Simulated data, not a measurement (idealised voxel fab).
Process module in this document: voxel gate over fins
The cross-section on display is named cut; it measures 250 nm wide, and its cells are 5 nm squares.
When this document writes out a cross-section, it uses a grid of square cells and lists it as bands, beginning at the top and moving down, with a band standing for one or more rows of cells.
What a band's entry tells you: where the top is and where the bottom is, as heights in nm, and after that what lies inside, material by material from left to right, each with its width in nm. Empty space is written as the word "blank", and a single material marked with the word "full width" occupies the band from edge to edge.
Counting heights begins at 0, where everything beneath is, in the wafer as received, one material. The lowest band has no bottom; it goes on downwards, as "0..down" shows.
It should be noted that a width expressed as "30 to 40" varies in equal increments from row to row of cells within the band, taking the value of the first number at the top row and that of the second number at the bottom row.
What does "no alterations made" mean for a step? It means no cell of the cross-section changed in that step.
In "Enclosed void entries" the enclosed voids are listed, meaning empty spaces of 8 cells or larger without any opening to the top. The form is width x height at distance, distance from the left edge, units nm.
Past the settings on a step's line: simulator remark, on that step.
Regarding "overlay nm": on a step with a mask, it is the distance the mask lay to the right of its planned place; a negative value places it to the left.
The remainder of this document consists of a sequence of paired cross-sections. Each pair presents the cross-section prior to one process step together with the cross-section following it, the latter being rendered only as deep as the lowest band that underwent change. The intervening step, together with its settings, is stated beneath each pair. Because the pairs may originate from different runs of this module on the same starting wafer, a given pair is to be read as continuing from the preceding pair only where its entry headed "Structure before processing" so indicates.

Structure before processing:
  5..0: 60 W; 5 TiN; 15 SiN; 10 TiN; 15 SiO2; 10 TiN; 15 SiN; 5 TiN; 25 W; 5 TiN; 15 SiN; 5 TiN; 65 W
  0..-25: 60 W; 5 TiN; 5 SiO2; 5 Si; 5 SiO2; 10 TiN; 15 SiO2; 10 TiN; 5 SiO2; 5 Si; 5 SiO2; 5 TiN; 25 W; 5 TiN; 5 SiO2; 5 Si; 5 SiO2; 5 TiN; 65 W
  -25..-30: 65 TiN; 5 SiO2; 5 Si; 5 SiO2; 10 TiN; 15 SiO2; 10 TiN; 5 SiO2; 5 Si; 5 SiO2; 35 TiN; 5 SiO2; 5 Si; 5 SiO2; 70 TiN
  -30..-40: 70 SiO2; 5 Si; 45 SiO2; 5 Si; 45 SiO2; 5 Si; 75 SiO2
  -40..down: Si full width
  Enclosed void entries: none

Post-Step Section View:
  5..0: 65 blank; 15 SiN; 10 blank; 15 SiO2; 10 blank; 15 SiN; 35 blank; 15 SiN; 70 blank
  0..-20: 65 blank; 5 SiO2; 5 Si; 5 SiO2; 10 blank; 15 SiO2; 10 blank; 5 SiO2; 5 Si; 5 SiO2; 35 blank; 5 SiO2; 5 Si; 5 SiO2; 70 blank
  Under the height -20 nothing was changed.
  Enclosed void entries: none
Going from one cross-section above to the next, the wafer undergoes SELECTIVE_ETCH (etch materials W Ru TiN; depth nm 25)

Structure before processing: The structure entering this step is exactly what the pair just above shows after its step.

Post-Step Section View:
  10..5: SiO2 full width
  5..0: 65 SiO2; 15 SiN; 35 SiO2; 15 SiN; 35 SiO2; 15 SiN; 70 SiO2
  0..-20: 70 SiO2; 5 Si; 45 SiO2; 5 Si; 45 SiO2; 5 Si; 75 SiO2
  Under the height -20 nothing was changed.
  Enclosed void entries: none
Going from one cross-section above to the next, the wafer undergoes FILL_DEP (material SiO2; thk nm 5)

Structure before processing: The structure entering this step is exactly what the pair just above shows after its step.

Post-Step Section View:
  5..0: 65 SiO2; 15 SiN; 35 SiO2; 15 SiN; 35 SiO2; 15 SiN; 70 SiO2
  Under the height 0 nothing was changed.
  Enclosed void entries: none
Going from one cross-section above to the next, the wafer undergoes CMP (height nm 5)

Structure before processing: The structure entering this step is exactly what the pair just above shows after its step.

Post-Step Section View:
  5..0: 65 blank; 15 SiN; 35 blank; 15 SiN; 35 blank; 15 SiN; 70 blank
  0..-15: 70 blank; 5 Si; 45 blank; 5 Si; 45 blank; 5 Si; 75 blank
  Under the height -15 nothing was changed.
  Enclosed void entries: none
Going from one cross-section above to the next, the wafer undergoes SELECTIVE_ETCH (etch materials SiO2; depth nm 20)

Structure before processing: The structure entering this step is exactly what the pair just above shows after its step.

Post-Step Section View:
  0..-15: 70 blank; 5 Si; 45 blank; 5 Si; 45 blank; 5 Si; 75 blank
  Under the height -15 nothing was changed.
  Enclosed void entries: none
Going from one cross-section above to the next, the wafer undergoes STRIP (etch materials SiN)

Structure before processing: The structure entering this step is exactly what the pair just above shows after its step.

Post-Step Section View:
  5..0: 65 blank; 15 HfO2; 35 blank; 15 HfO2; 35 blank; 15 HfO2; 70 blank
  0..-10: 65 blank; 5 HfO2; 5 Si; 5 HfO2; 35 blank; 5 HfO2; 5 Si; 5 HfO2; 35 blank; 5 HfO2; 5 Si; 5 HfO2; 70 blank
  -10..-15: 70 HfO2; 5 Si; 45 HfO2; 5 Si; 45 HfO2; 5 Si; 75 HfO2
  Under the height -15 nothing was changed.
  Enclosed void entries: none
Going from one cross-section above to the next, the wafer undergoes CONFORMAL_DEP (material HfO2; thk nm 5)

Structure before processing: The structure entering this step is exactly what the pair just above shows after its step.

Post-Step Section View:
  10..5: 60 blank; 25 TiN; 25 blank; 25 TiN; 25 blank; 25 TiN; 65 blank
  5..0: 60 blank; 5 TiN; 15 HfO2; 5 TiN; 25 blank; 5 TiN; 15 HfO2; 5 TiN; 25 blank; 5 TiN; 15 HfO2; 5 TiN; 65 blank
  0..-5: 60 blank; 5 TiN; 5 HfO2; 5 Si; 5 HfO2; 5 TiN; 25 blank; 5 TiN; 5 HfO2; 5 Si; 5 HfO2; 5 TiN; 25 blank; 5 TiN; 5 HfO2; 5 Si; 5 HfO2; 5 TiN; 65 blank
  -5..-10: 65 TiN; 5 HfO2; 5 Si; 5 HfO2; 35 TiN; 5 HfO2; 5 Si; 5 HfO2; 35 TiN; 5 HfO2; 5 Si; 5 HfO2; 70 TiN
  Under the height -10 nothing was changed.
  Enclosed void entries: none
Going from one cross-section above to the next, the wafer undergoes CONFORMAL_DEP (material TiN; thk nm 5)

Structure before processing: The structure entering this step is exactly what the pair just above shows after its step.

Post-Step Section View:
  20..10: W full width
  10..5: 60 W; 25 TiN; 25 W; 25 TiN; 25 W; 25 TiN; 65 W
  5..0: 60 W; 5 TiN; 15 HfO2; 5 TiN; 25 W; 5 TiN; 15 HfO2; 5 TiN; 25 W; 5 TiN; 15 HfO2; 5 TiN; 65 W
  0..-5: 60 W; 5 TiN; 5 HfO2; 5 Si; 5 HfO2; 5 TiN; 25 W; 5 TiN; 5 HfO2; 5 Si; 5 HfO2; 5 TiN; 25 W; 5 TiN; 5 HfO2; 5 Si; 5 HfO2; 5 TiN; 65 W
  Under the height -5 nothing was changed.
  Enclosed void entries: none
Going from one cross-section above to the next, the wafer undergoes FILL_DEP (material W; thk nm 10)

Structure before processing: The structure entering this step is exactly what the pair just above shows after its step.

Post-Step Section View:
  15..10: W full width
  Under the height 10 nothing was changed.
  Enclosed void entries: none
Going from one cross-section above to the next, the wafer undergoes CMP (height nm 15)

Structure before processing: The structure entering this step is exactly what the pair just above shows after its step.

Post-Step Section View:
  20..15: SiN full width
  Under the height 15 nothing was changed.
  Enclosed void entries: none
Going from one cross-section above to the next, the wafer undergoes CONFORMAL_DEP (material SiN; thk nm 5)
